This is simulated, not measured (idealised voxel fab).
Process module heading - voxel double patterning
This is section cut - it's 280 nm across, gridded in 5 nm square cells.
Just so we're on the same page, the cross-sections are grids of square cells, and they're listed out in bands top to bottom, each band one or more rows deep.
A band entry consists of two parts. The first gives the height of the band's top and the height of its bottom, in nm. The rest lists the band's materials from left to right, each with its width in nm. A single material labelled with the word "throughout" fills the band from edge to edge, and the word "empty" marks empty space.
Height datum 0, below which the as-received substrate wafer is one material. Lowest band open at the bottom, running downward: "z 0 and below".
Quick explanation for "30 to 40": the width changes in equal steps down the rows of cells, from the first number in the band's top row to the second number in its bottom row.
"no alterations made" after a step means that no cell of the cross-section changed.
Listed in "Voids, fully enclosed": every empty space of 8 or more cells without an open way to the top. Form: width x height at distance, the distance being from the left edge, all in nm.
Text after the settings on a step's line: the simulator's own remark on that step.
"overlay nm" denotes, for a step that has a mask, the displacement of the mask to the right of its planned place, with negative values corresponding to the left.
Steps planned for the process:
step 1: RECEIVE (material Si)
step 2: CONFORMAL_DEP (material SiO2; thk nm 5)
step 3: DIRECTIONAL_DEP (material W; thk nm 10)
step 4: DIRECTIONAL_DEP (material SiN; thk nm 10)
step 5: MASKED_ETCH (tone open; mask id FIRST; width nm 15; pitch nm 50; etch materials SiN; depth nm 10; overlay nm 0)
step 6: PATTERN (tone open; mask id SECOND; material resist; width nm 15; pitch nm 50; thk nm 15; overlay nm 0)
step 7: DIRECTIONAL_ETCH (etch materials SiN; depth nm 10)
step 8: STRIP (etch materials resist)
step 9: DIRECTIONAL_ETCH (etch materials W; depth nm 10)
step 10: STRIP (etch materials SiN)
Cross-section: wafer on arrival = after step 1:
z 0 and below | Si throughout
Voids, fully enclosed: none
First wafer of two, sectioned at end of module; run went per plan:
z 15 to 5 | W=80 | empty=15 | W=10 | empty=15 | W=10 | empty=15 | W=10 | empty=15 | W=10 | empty=15 | W=85
z 5 to 0 | SiO2 throughout
z 0 and below | Si throughout
Voids, fully enclosed: none
Second wafer at the end: like start, like plan, one mistake:
z 15 to 10 | SiO2 throughout
z 10 to 0 | W throughout
z 0 and below | Si throughout
Voids, fully enclosed: none
Finding, execution versus plan: transposition of steps 2 and 3 relative to the planned sequence
Bottom line after processing is that, in cells, the second wafer is up or down on some materials versus the first: W +30
